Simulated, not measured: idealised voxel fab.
The following process module bears the name voxel gate over fins.
Cross-section cut spans 240 nm and uses square cells 5 nm in size.
Throughout this document, each cross-section is represented as a grid of square cells and is presented as a sequence of bands enumerated from the top downward, where a band comprises one or more rows of cells. It is stipulated that each band's entry specify, in nanometres, the height of the top of the band and then that of its bottom, followed by the materials of the band in left-to-right sequence, each together with its width in nanometres. A single material marked by the word "edge to edge" is understood to fill the band from edge to edge; the word "empty" is understood to denote empty space. Heights are expressed relative to 0, this being the level below which the as-received wafer comprises one material exclusively. The lowest band is unbounded in the downward direction and is denoted as in "0 and below". Graded width ("30..40"): value in top row of band = first number; value in bottom row = second number; row-to-row change constant. Given "no modifications" for a step, no cell of the cross-section differs between before and after that step. Empty spaces counting at least 8 cells and having no open way to the top are listed in "Enclosed cavity list". The notation width x height at distance is used for each, the distance being from the left edge and all three values in nm. after a step's settings: what the simulator itself notes on the step. overlay nm: right-of-plan distance of the mask on a masked step; negative values mean left-of-plan.

-- Process steps - plan
| 1 | op RECEIVE | material Si |
| 2 | op CONFORMAL_DEP | material SiN | thk nm 5 |
| 3 | op PATTERN | tone cover | mask id FINS | material resist | width nm 15 | pitch nm 55 | thk nm 20 | overlay nm 0 |
| 4 | op DIRECTIONAL_ETCH | etch materials SiN | depth nm 5 |
| 5 | op DIRECTIONAL_ETCH | etch materials Si | depth nm 40 |
| 6 | op STRIP | etch materials resist |
| 7 | op FILL_DEP | material SiO2 | thk nm 5 |
| 8 | op CMP | height nm 5 |
| 9 | op MASKED_ETCH | tone open | mask id RAIL | width nm 15 | etch materials SiO2 | depth nm 40 | overlay nm 0 |
| 10 | op CONFORMAL_DEP | material TiN | thk nm 5 |
| 11 | op FILL_DEP | material W | thk nm 10 |
| 12 | op CMP | height nm 5 |
| 13 | op SELECTIVE_ETCH | etch materials W Ru TiN | depth nm 25 |
| 14 | op FILL_DEP | material SiO2 | thk nm 5 |
| 15 | op CMP | height nm 5 |
| 16 | op SELECTIVE_ETCH | etch materials SiO2 | depth nm 20 |
| 17 | op STRIP | etch materials SiN |
| 18 | op CONFORMAL_DEP | material HfO2 | thk nm 5 |
| 19 | op CONFORMAL_DEP | material TiN | thk nm 5 |
| 20 | op CONFORMAL_DEP | material TiAl | thk nm 5 |
| 21 | op CONFORMAL_DEP | material TiN | thk nm 5 |
| 22 | op FILL_DEP | material W | thk nm 15 |
| 23 | op CMP | height nm 30 |
| 24 | op CONFORMAL_DEP | material SiCN | thk nm 5 |

-- The cross-section here shows the wafer as received, i.e. in its state after step 1
  0 and below: Si edge to edge
  Enclosed cavity list: none

-- This is how the wafer looks in cross-section once the module is done, given the starting state and plan above and one mistake in carrying the plan out
  35 down to 30: SiCN edge to edge
  30 down to 20: W edge to edge
  20 down to 15: 35 W  165 TiN  40 W
  15 down to 10: 35 W  5 TiN  45 TiAl  10 TiN  45 TiAl  10 TiN  45 TiAl  5 TiN  40 W
  10 down to 5: 35 W  5 TiN  5 TiAl  35 TiN  5 TiAl  10 TiN  5 TiAl  35 TiN  5 TiAl  10 TiN  5 TiAl  35 TiN  5 TiAl  5 TiN  40 W
  5 down to 0: 40 TiN  5 TiAl  5 TiN  25 HfO2  5 TiN  5 TiAl  10 TiN  5 TiAl  5 TiN  25 HfO2  5 TiN  5 TiAl  10 TiN  5 TiAl  5 TiN  25 HfO2  5 TiN  5 TiAl  45 TiN
  0 down to -5: 45 TiAl  5 TiN  5 HfO2  15 Si  5 HfO2  5 TiN  20 TiAl  5 TiN  5 HfO2  15 Si  5 HfO2  5 TiN  20 TiAl  5 TiN  5 HfO2  15 Si  5 HfO2  5 TiN  50 TiAl
  -5 down to -10: 50 TiN  5 HfO2  15 Si  5 HfO2  30 TiN  5 HfO2  15 Si  5 HfO2  30 TiN  5 HfO2  15 Si  5 HfO2  55 TiN
  -10 down to -15: 55 HfO2  15 Si  40 HfO2  15 Si  40 HfO2  15 Si  60 HfO2
  -15 down to -20: 55 SiO2  15 Si  15 SiO2  5 HfO2  20 SiO2  15 Si  40 SiO2  15 Si  60 SiO2
  -20 down to -30: 55 SiO2  15 Si  10 SiO2  5 TiN  5 HfO2  5 TiN  15 SiO2  15 Si  40 SiO2  15 Si  60 SiO2
  -30 down to -35: 55 SiO2  15 Si  10 SiO2  15 TiN  15 SiO2  15 Si  40 SiO2  15 Si  60 SiO2
  -35 down to -40: 55 SiO2  15 Si  40 SiO2  15 Si  40 SiO2  15 Si  60 SiO2
  -40 and below: Si edge to edge
  Enclosed cavity list: none
The plan and the run diverged here: step 11 off recipe, ran as op FILL_DEP | material SiN | thk nm 10
